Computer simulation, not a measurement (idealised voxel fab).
process module | voxel wiring stack
cross-section cut | 260 nm wide | cells 5 nm
A cross-section is a grid of square cells, given in bands from the top down. A band is one or more rows of cells.
Each band's line starts with the height of the band's top and of its bottom, in nm. Then come its materials from left to right, each with its width in nm. One material with "throughout" fills the band from edge to edge. "air" is empty space.
Height 0 is the level under which the wafer as received is all one material. The lowest band goes on downwards, as in "0 down".
A width such as "30 to 40" changes by the same amount from each row of cells to the next, from the band's top row to its bottom row.
"no change" after a step means that no cell of the cross-section changed.
closed voids: empty space of 8 cells or more with no open way to the top, each as width x height at its distance from the left edge, in nm
after a step's settings: what the simulator itself notes on the step
overlay nm, on a step with a mask: how far to the right of its planned place the mask lay; to the left if negative
plan
1 op RECEIVE | material Si
2 op CONFORMAL_DEP | material SiO2 | thk nm 10
3 op DIRECTIONAL_DEP | material TiN | thk nm 5
4 op DIRECTIONAL_DEP | material W | thk nm 25
5 op MASKED_ETCH | tone cover | mask id METAL_1 | width nm 25 | pitch nm 40 | etch materials W | depth nm 25 | overlay nm 0
6 op MASKED_ETCH | tone cover | mask id METAL_1 | width nm 25 | pitch nm 40 | etch materials TiN | depth nm 5 | overlay nm 0
7 op FILL_DEP | material lowk | thk nm 5
8 op CMP | height nm 40
9 op CONFORMAL_DEP | material SiCN | thk nm 5
10 op DIRECTIONAL_DEP | material SiO2 | thk nm 10
11 op PATTERN | tone open | mask id PLUG_1 | material resist | width nm 15 | pitch nm 40 | thk nm 15 | overlay nm 0
12 op DIRECTIONAL_ETCH | etch materials SiO2 | depth nm 10
13 op DIRECTIONAL_ETCH | etch materials SiCN | depth nm 5
14 op STRIP | etch materials resist
15 op CONFORMAL_DEP | material TiN | thk nm 5
16 op FILL_DEP | material Ru | thk nm 10
17 op CMP | height nm 55
18 op DIRECTIONAL_DEP | material TiN | thk nm 5
19 op DIRECTIONAL_DEP | material Ru | thk nm 25
20 op DIRECTIONAL_DEP | material aC | thk nm 15
21 op PATTERN | tone cover | mask id METAL_2 | material resist | width nm 25 | pitch nm 40 | thk nm 35 | overlay nm 0
22 op DIRECTIONAL_ETCH | etch materials aC | depth nm 15
23 op STRIP | etch materials resist
24 op DIRECTIONAL_ETCH | etch materials Ru | depth nm 25
25 op DIRECTIONAL_ETCH | etch materials TiN | depth nm 5
26 op STRIP | etch materials aC
27 op CONFORMAL_DEP | material SiCN | thk nm 5
28 op FILL_DEP | material SiO2 | thk nm 5
29 op CMP | height nm 85
30 op CONFORMAL_DEP | material SiCN | thk nm 5
31 op DIRECTIONAL_DEP | material lowk | thk nm 20
32 op PATTERN | tone open | mask id PLUG_2 | material resist | width nm 15 | pitch nm 80 | thk nm 20 | overlay nm 0
33 op DIRECTIONAL_ETCH | etch materials lowk | depth nm 20
34 op DIRECTIONAL_ETCH | etch materials SiCN | depth nm 5
35 op STRIP | etch materials resist
36 op CONFORMAL_DEP | material TiN | thk nm 5
37 op FILL_DEP | material Ru | thk nm 5
38 op CMP | height nm 110
39 op CONFORMAL_DEP | material SiN | thk nm 5
40 op DIRECTIONAL_DEP | material SiO2 | thk nm 15
41 op MASKED_ETCH | tone open | mask id METAL_3 | width nm 25 | pitch nm 40 | etch materials SiO2 | depth nm 15 | overlay nm 0
42 op MASKED_ETCH | tone open | mask id METAL_3 | width nm 25 | pitch nm 40 | etch materials SiN | depth nm 5 | overlay nm 0
43 op CONFORMAL_DEP | material TiN | thk nm 5
44 op FILL_DEP | material Cu | thk nm 5
45 op CMP | height nm 130
46 op CONFORMAL_DEP | material SiCN | thk nm 5
as received, after step 1
  0 down: Si throughout
  closed voids: none
first wafer at the end, as planned
  135 to 130: SiCN throughout
  130 to 115: SiO2 55 | TiN 5 | Cu 15 | TiN 5 | SiO2 15 | TiN 5 | Cu 15 | TiN 5 | SiO2 15 | TiN 5 | Cu 15 | TiN 5 | SiO2 15 | TiN 5 | Cu 15 | TiN 5 | SiO2 60
  115 to 110: SiN 55 | TiN 25 | SiN 15 | TiN 25 | SiN 15 | TiN 25 | SiN 15 | TiN 25 | SiN 60
  110 to 90: lowk 55 | TiN 5 | Ru 5 | TiN 5 | lowk 65 | TiN 5 | Ru 5 | TiN 5 | lowk 110
  90 to 85: SiCN 55 | TiN 15 | SiCN 65 | TiN 15 | SiCN 110
  85 to 60: SiO2 50 | SiCN 5 | Ru 25 | SiCN 5 | SiO2 5 | SiCN 5 | Ru 25 | SiCN 5 | SiO2 5 | SiCN 5 | Ru 25 | SiCN 5 | SiO2 5 | SiCN 5 | Ru 25 | SiCN 5 | SiO2 55
  60 to 55: SiCN 55 | TiN 25 | SiCN 15 | TiN 25 | SiCN 15 | TiN 25 | SiCN 15 | TiN 25 | SiCN 60
  55 to 45: SiO2 55 | TiN 5 | Ru 5 | TiN 5 | SiO2 25 | TiN 5 | Ru 5 | TiN 5 | SiO2 25 | TiN 5 | Ru 5 | TiN 5 | SiO2 25 | TiN 5 | Ru 5 | TiN 5 | SiO2 70
  45 to 40: SiCN 55 | TiN 15 | SiCN 25 | TiN 15 | SiCN 25 | TiN 15 | SiCN 25 | TiN 15 | SiCN 70
  40 to 15: lowk 55 | W 25 | lowk 15 | W 25 | lowk 15 | W 25 | lowk 15 | W 25 | lowk 60
  15 to 10: lowk 55 | TiN 25 | lowk 15 | TiN 25 | lowk 15 | TiN 25 | lowk 15 | TiN 25 | lowk 60
  10 to 0: SiO2 throughout
  0 down: Si throughout
  closed voids: none
second wafer at the end: like start, like plan, one mistake
  135 to 130: SiCN throughout
  130 to 115: SiO2 55 | TiN 5 | Cu 15 | TiN 5 | SiO2 15 | TiN 5 | Cu 15 | TiN 5 | SiO2 15 | TiN 5 | Cu 15 | TiN 5 | SiO2 15 | TiN 5 | Cu 15 | TiN 5 | SiO2 60
  115 to 110: SiN 55 | TiN 25 | SiN 15 | TiN 25 | SiN 15 | TiN 25 | SiN 15 | TiN 25 | SiN 60
  110 to 90: lowk 60 | TiN 5 | Ru 5 | TiN 5 | lowk 65 | TiN 5 | Ru 5 | TiN 5 | lowk 105
  90 to 85: SiCN 60 | TiN 15 | SiCN 65 | TiN 15 | SiCN 105
  85 to 60: SiO2 50 | SiCN 5 | Ru 25 | SiCN 5 | SiO2 5 | SiCN 5 | Ru 25 | SiCN 5 | SiO2 5 | SiCN 5 | Ru 25 | SiCN 5 | SiO2 5 | SiCN 5 | Ru 25 | SiCN 5 | SiO2 55
  60 to 55: SiCN 55 | TiN 25 | SiCN 15 | TiN 25 | SiCN 15 | TiN 25 | SiCN 15 | TiN 25 | SiCN 60
  55 to 45: SiO2 55 | TiN 5 | Ru 5 | TiN 5 | SiO2 25 | TiN 5 | Ru 5 | TiN 5 | SiO2 25 | TiN 5 | Ru 5 | TiN 5 | SiO2 25 | TiN 5 | Ru 5 | TiN 5 | SiO2 70
  45 to 40: SiCN 55 | TiN 15 | SiCN 25 | TiN 15 | SiCN 25 | TiN 15 | SiCN 25 | TiN 15 | SiCN 70
  40 to 15: lowk 55 | W 25 | lowk 15 | W 25 | lowk 15 | W 25 | lowk 15 | W 25 | lowk 60
  15 to 10: lowk 55 | TiN 25 | lowk 15 | TiN 25 | lowk 15 | TiN 25 | lowk 15 | TiN 25 | lowk 60
  10 to 0: SiO2 throughout
  0 down: Si throughout
  closed voids: none
what went wrong: step 32 ran as: op PATTERN | tone open | mask id PLUG_2 | material resist | width nm 15 | pitch nm 80 | thk nm 20 | overlay nm 5
at the end the second wafer has, in cells: as many of each material as the first, in other places
